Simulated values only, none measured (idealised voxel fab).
Presented below is a process module, voxel self aligned contacts.
In the cross-section labelled cut, the width is 285 nm and each square cell is 5 nm.
Cross-section, as written here: a square-cell grid given band by band from the top down, where a band holds one or more rows of cells.
Top, bottom (nm), then materials left to right with widths (nm); lone material tagged "everywhere" fills the whole band edge to edge; "air" = empty space.
Measure heights from 0. That's the level where, below it, the as-received wafer is all one material. The lowest band is bottomless and extends downward; write it as in "from 0 down".
Per-row width for "30 to 40": begins at first number (top row of band), ends at second number (bottom row), increment between rows held constant.
The designation "nothing was modified", where it is given for a processing step, indicates that no cell of the cross-section was altered in the course of that step.
Any empty space of 8 cells or more lacking an open way to the top shows up in "Closed empty spaces" as width x height at distance, distance from the left edge, in nm.
Where a step's line continues beyond its settings, the continuation is a remark by the simulator itself on that step.
"overlay nm", when on a step's line for a step with a mask, measures how far to the right of its planned place the mask lay; a negative measure means to the left.
Planned step list for the process:
1,RECEIVE [material Si]
2,OXIDIZE [depth nm 5]
3,DIRECTIONAL_DEP [material polySi] [thk nm 20]
4,DIRECTIONAL_DEP [material SiN] [thk nm 20]
5,DIRECTIONAL_DEP [material aC] [thk nm 10]
6,PATTERN [tone cover] [mask id GATE] [material resist] [width nm 25] [pitch nm 55] [thk nm 30] [overlay nm 0]
7,DIRECTIONAL_ETCH [etch materials aC] [depth nm 10]
8,STRIP [etch materials resist]
9,DIRECTIONAL_ETCH [etch materials SiN] [depth nm 20]
10,DIRECTIONAL_ETCH [etch materials polySi] [depth nm 20]
11,STRIP [etch materials aC]
12,CONFORMAL_DEP [material SiN] [thk nm 5]
13,DIRECTIONAL_ETCH [etch materials SiN] [depth nm 5]
14,FILL_DEP [material SiO2] [thk nm 10]
15,CMP [height nm 45]
16,PATTERN [tone open] [mask id CONTACT] [material resist] [width nm 40] [pitch nm 55] [thk nm 15] [overlay nm 0]
17,DIRECTIONAL_ETCH [etch materials SiO2] [depth nm 50]
18,STRIP [etch materials resist]
19,CONFORMAL_DEP [material TiN] [thk nm 5]
20,FILL_DEP [material W] [thk nm 5]
21,CMP [height nm 45]
22,CONFORMAL_DEP [material SiCN] [thk nm 5]
Wafer cross-section on receipt, i.e. after step 1:
> from 0 down | Si everywhere
> Closed empty spaces: none
Starting wafer: above. Plan: above. Run: one mistake. Cross-section after the module: below:
> from 50 to 45 | SiCN everywhere
> from 45 to 40 | 95 of SiO2  10 of TiN  10 of W  20 of TiN  15 of SiO2  10 of TiN  10 of W  20 of TiN  95 of SiO2
> from 40 to 20 | 65 of SiO2  35 of SiN  5 of TiN  10 of W  5 of TiN  35 of SiN  5 of TiN  10 of W  5 of TiN  35 of SiN  75 of SiO2
> from 20 to 0 | 65 of SiO2  5 of SiN  25 of polySi  5 of SiN  5 of TiN  10 of W  5 of TiN  5 of SiN  25 of polySi  5 of SiN  5 of TiN  10 of W  5 of TiN  5 of SiN  25 of polySi  5 of SiN  75 of SiO2
> from 0 to -5 | 100 of SiO2  20 of TiN  35 of SiO2  20 of TiN  110 of SiO2
> from -5 down | Si everywhere
> Closed empty spaces: none
Processing error: step 6: run off-plan, actual operation and settings PATTERN [tone cover] [mask id GATE] [material resist] [width nm 25] [pitch nm 55] [thk nm 30] [overlay nm -5]
